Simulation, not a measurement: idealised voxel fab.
process module | voxel self aligned vias
cross-section cut | 250 nm wide | cells 5 nm
A cross-section is a grid of square cells, given in bands from the top down. A band is one or more rows of cells.
Each band's line starts with the height of the band's top and of its bottom, in nm. Then come its materials from left to right, each with its width in nm. One material with "throughout" fills the band from edge to edge. "air" is empty space.
Height 0 is the level under which the wafer as received is all one material. The lowest band goes on downwards, as in "0 down".
A width such as "30 to 40" changes by the same amount from each row of cells to the next, from the band's top row to its bottom row.
"no change" after a step means that no cell of the cross-section changed.
closed voids: empty space of 8 cells or more with no open way to the top, each as width x height at its distance from the left edge, in nm
after a step's settings: what the simulator itself notes on the step
overlay nm, on a step with a mask: how far to the right of its planned place the mask lay; to the left if negative
plan
1 op RECEIVE | material Si
2 op CONFORMAL_DEP | material SiO2 | thk nm 10
3 op CONFORMAL_DEP | material SiCN | thk nm 5
4 op DIRECTIONAL_DEP | material lowk | thk nm 25
5 op PATTERN | tone open | mask id LINES | material resist | width nm 30 | pitch nm 65 | thk nm 15 | overlay nm 0
6 op DIRECTIONAL_ETCH | etch materials lowk | depth nm 25
7 op STRIP | etch materials resist
8 op CONFORMAL_DEP | material TiN | thk nm 5
9 op FILL_DEP | material Ru | thk nm 10
10 op CMP | height nm 40
11 op SELECTIVE_ETCH | etch materials W Ru TiN | depth nm 10
12 op FILL_DEP | material SiN | thk nm 10
13 op CMP | height nm 40
14 op DIRECTIONAL_DEP | material lowk | thk nm 15
15 op PATTERN | tone open | mask id VIAS | material resist | width nm 50 | pitch nm 65 | thk nm 20 | overlay nm 0
16 op DIRECTIONAL_ETCH | etch materials lowk | depth nm 15
17 op DIRECTIONAL_ETCH | etch materials SiN | depth nm 10
18 op STRIP | etch materials resist
19 op CONFORMAL_DEP | material TiN | thk nm 5
20 op FILL_DEP | material W | thk nm 5
21 op CMP | height nm 55
22 op CONFORMAL_DEP | material SiN | thk nm 5
first wafer, as planned
as received, after step 1
  0 down: Si throughout
  closed voids: none
after step 2
  10 to 0: SiO2 throughout
  below 0: unchanged
after step 3
  15 to 10: SiCN throughout
  below 10: unchanged
after step 4
  40 to 15: lowk throughout
  below 15: unchanged
after step 5
  55 to 40: resist 45 | air 30 | resist 35 | air 30 | resist 35 | air 30 | resist 45
  below 40: unchanged
after step 6
  55 to 40: resist 45 | air 30 | resist 35 | air 30 | resist 35 | air 30 | resist 45
  40 to 15: lowk 45 | air 30 | lowk 35 | air 30 | lowk 35 | air 30 | lowk 45
  below 15: unchanged
after step 7
  40 to 15: lowk 45 | air 30 | lowk 35 | air 30 | lowk 35 | air 30 | lowk 45
  below 15: unchanged
after step 8
  45 to 40: TiN 50 | air 20 | TiN 45 | air 20 | TiN 45 | air 20 | TiN 50
  40 to 20: lowk 45 | TiN 5 | air 20 | TiN 5 | lowk 35 | TiN 5 | air 20 | TiN 5 | lowk 35 | TiN 5 | air 20 | TiN 5 | lowk 45
  20 to 15: lowk 45 | TiN 30 | lowk 35 | TiN 30 | lowk 35 | TiN 30 | lowk 45
  below 15: unchanged
after step 9
  55 to 45: Ru throughout
  45 to 40: TiN 50 | Ru 20 | TiN 45 | Ru 20 | TiN 45 | Ru 20 | TiN 50
  40 to 20: lowk 45 | TiN 5 | Ru 20 | TiN 5 | lowk 35 | TiN 5 | Ru 20 | TiN 5 | lowk 35 | TiN 5 | Ru 20 | TiN 5 | lowk 45
  below 20: unchanged
after step 10
  40 to 20: lowk 45 | TiN 5 | Ru 20 | TiN 5 | lowk 35 | TiN 5 | Ru 20 | TiN 5 | lowk 35 | TiN 5 | Ru 20 | TiN 5 | lowk 45
  below 20: unchanged
after step 11
  40 to 30: lowk 45 | air 30 | lowk 35 | air 30 | lowk 35 | air 30 | lowk 45
  below 30: unchanged
after step 12
  50 to 40: SiN throughout
  40 to 30: lowk 45 | SiN 30 | lowk 35 | SiN 30 | lowk 35 | SiN 30 | lowk 45
  below 30: unchanged
after step 13
  40 to 30: lowk 45 | SiN 30 | lowk 35 | SiN 30 | lowk 35 | SiN 30 | lowk 45
  below 30: unchanged
after step 14
  55 to 40: lowk throughout
  below 40: unchanged
after step 15
  75 to 55: resist 35 | air 50 | resist 15 | air 50 | resist 15 | air 50 | resist 35
  below 55: unchanged
after step 16
  75 to 55: resist 35 | air 50 | resist 15 | air 50 | resist 15 | air 50 | resist 35
  55 to 40: lowk 35 | air 50 | lowk 15 | air 50 | lowk 15 | air 50 | lowk 35
  below 40: unchanged
after step 17
  75 to 55: resist 35 | air 50 | resist 15 | air 50 | resist 15 | air 50 | resist 35
  55 to 40: lowk 35 | air 50 | lowk 15 | air 50 | lowk 15 | air 50 | lowk 35
  40 to 30: lowk 45 | air 30 | lowk 35 | air 30 | lowk 35 | air 30 | lowk 45
  below 30: unchanged
after step 18
  55 to 40: lowk 35 | air 50 | lowk 15 | air 50 | lowk 15 | air 50 | lowk 35
  below 40: unchanged
after step 19
  60 to 55: TiN 40 | air 40 | TiN 25 | air 40 | TiN 25 | air 40 | TiN 40
  55 to 45: lowk 35 | TiN 5 | air 40 | TiN 5 | lowk 15 | TiN 5 | air 40 | TiN 5 | lowk 15 | TiN 5 | air 40 | TiN 5 | lowk 35
  45 to 35: lowk 35 to 45 | TiN 15 to 5 | air 20 | TiN 15 to 5 | lowk 15 to 35 | TiN 15 to 5 | air 20 | TiN 15 to 5 | lowk 15 to 35 | TiN 15 to 5 | air 20 | TiN 15 to 5 | lowk 35 to 45
  35 to 30: lowk 45 | TiN 30 | lowk 35 | TiN 30 | lowk 35 | TiN 30 | lowk 45
  below 30: unchanged
after step 20
  65 to 60: W throughout
  60 to 55: TiN 40 | W 40 | TiN 25 | W 40 | TiN 25 | W 40 | TiN 40
  55 to 45: lowk 35 | TiN 5 | W 40 | TiN 5 | lowk 15 | TiN 5 | W 40 | TiN 5 | lowk 15 | TiN 5 | W 40 | TiN 5 | lowk 35
  45 to 35: lowk 35 to 45 | TiN 15 to 5 | W 20 | TiN 15 to 5 | lowk 15 to 35 | TiN 15 to 5 | W 20 | TiN 15 to 5 | lowk 15 to 35 | TiN 15 to 5 | W 20 | TiN 15 to 5 | lowk 35 to 45
  below 35: unchanged
after step 21
  55 to 45: lowk 35 | TiN 5 | W 40 | TiN 5 | lowk 15 | TiN 5 | W 40 | TiN 5 | lowk 15 | TiN 5 | W 40 | TiN 5 | lowk 35
  below 45: unchanged
after step 22
  60 to 55: SiN throughout
  below 55: unchanged
second wafer: like start, like plan, one mistake. Through step 2 it matches the first wafer
when step 3 should have ended: no change
when step 4 should have ended
  35 to 10: lowk throughout
  below 10: unchanged
when step 5 should have ended
  50 to 35: resist 45 | air 30 | resist 35 | air 30 | resist 35 | air 30 | resist 45
  below 35: unchanged
when step 6 should have ended
  50 to 35: resist 45 | air 30 | resist 35 | air 30 | resist 35 | air 30 | resist 45
  35 to 10: lowk 45 | air 30 | lowk 35 | air 30 | lowk 35 | air 30 | lowk 45
  below 10: unchanged
when step 7 should have ended
  35 to 10: lowk 45 | air 30 | lowk 35 | air 30 | lowk 35 | air 30 | lowk 45
  below 10: unchanged
when step 8 should have ended
  40 to 35: TiN 50 | air 20 | TiN 45 | air 20 | TiN 45 | air 20 | TiN 50
  35 to 15: lowk 45 | TiN 5 | air 20 | TiN 5 | lowk 35 | TiN 5 | air 20 | TiN 5 | lowk 35 | TiN 5 | air 20 | TiN 5 | lowk 45
  15 to 10: lowk 45 | TiN 30 | lowk 35 | TiN 30 | lowk 35 | TiN 30 | lowk 45
  below 10: unchanged
when step 9 should have ended
  50 to 40: Ru throughout
  40 to 35: TiN 50 | Ru 20 | TiN 45 | Ru 20 | TiN 45 | Ru 20 | TiN 50
  35 to 15: lowk 45 | TiN 5 | Ru 20 | TiN 5 | lowk 35 | TiN 5 | Ru 20 | TiN 5 | lowk 35 | TiN 5 | Ru 20 | TiN 5 | lowk 45
  below 15: unchanged
when step 10 should have ended
  40 to 35: TiN 50 | Ru 20 | TiN 45 | Ru 20 | TiN 45 | Ru 20 | TiN 50
  below 35: unchanged
when step 11 should have ended
  35 to 30: lowk 45 | air 30 | lowk 35 | air 30 | lowk 35 | air 30 | lowk 45
  below 30: unchanged
when step 12 should have ended
  45 to 35: SiN throughout
  35 to 30: lowk 45 | SiN 30 | lowk 35 | SiN 30 | lowk 35 | SiN 30 | lowk 45
  below 30: unchanged
when step 13 should have ended
  40 to 35: SiN throughout
  below 35: unchanged
when step 14 should have ended
  55 to 40: lowk throughout
  below 40: unchanged
when step 15 should have ended
  75 to 55: resist 35 | air 50 | resist 15 | air 50 | resist 15 | air 50 | resist 35
  below 55: unchanged
when step 16 should have ended
  75 to 55: resist 35 | air 50 | resist 15 | air 50 | resist 15 | air 50 | resist 35
  55 to 40: lowk 35 | air 50 | lowk 15 | air 50 | lowk 15 | air 50 | lowk 35
  below 40: unchanged
when step 17 should have ended
  75 to 55: resist 35 | air 50 | resist 15 | air 50 | resist 15 | air 50 | resist 35
  55 to 40: lowk 35 | air 50 | lowk 15 | air 50 | lowk 15 | air 50 | lowk 35
  40 to 35: SiN 35 | air 50 | SiN 15 | air 50 | SiN 15 | air 50 | SiN 35
  35 to 30: lowk 45 | air 30 | lowk 35 | air 30 | lowk 35 | air 30 | lowk 45
  below 30: unchanged
when step 18 should have ended
  55 to 40: lowk 35 | air 50 | lowk 15 | air 50 | lowk 15 | air 50 | lowk 35
  below 40: unchanged
when step 19 should have ended
  60 to 55: TiN 40 | air 40 | TiN 25 | air 40 | TiN 25 | air 40 | TiN 40
  55 to 40: lowk 35 | TiN 5 | air 40 | TiN 5 | lowk 15 | TiN 5 | air 40 | TiN 5 | lowk 15 | TiN 5 | air 40 | TiN 5 | lowk 35
  40 to 35: SiN 35 | TiN 15 | air 20 | TiN 15 | SiN 15 | TiN 15 | air 20 | TiN 15 | SiN 15 | TiN 15 | air 20 | TiN 15 | SiN 35
  35 to 30: lowk 45 | TiN 30 | lowk 35 | TiN 30 | lowk 35 | TiN 30 | lowk 45
  below 30: unchanged
when step 20 should have ended
  65 to 60: W throughout
  60 to 55: TiN 40 | W 40 | TiN 25 | W 40 | TiN 25 | W 40 | TiN 40
  55 to 40: lowk 35 | TiN 5 | W 40 | TiN 5 | lowk 15 | TiN 5 | W 40 | TiN 5 | lowk 15 | TiN 5 | W 40 | TiN 5 | lowk 35
  40 to 35: SiN 35 | TiN 15 | W 20 | TiN 15 | SiN 15 | TiN 15 | W 20 | TiN 15 | SiN 15 | TiN 15 | W 20 | TiN 15 | SiN 35
  below 35: unchanged
when step 21 should have ended
  55 to 40: lowk 35 | TiN 5 | W 40 | TiN 5 | lowk 15 | TiN 5 | W 40 | TiN 5 | lowk 15 | TiN 5 | W 40 | TiN 5 | lowk 35
  below 40: unchanged
when step 22 should have ended
  60 to 55: SiN throughout
  below 55: unchanged
what went wrong: step 3 was left out
at the end the second wafer has, in cells: 12 more of Ru | 50 fewer of SiCN | 20 more of SiN | 6 more of TiN | 12 more of W
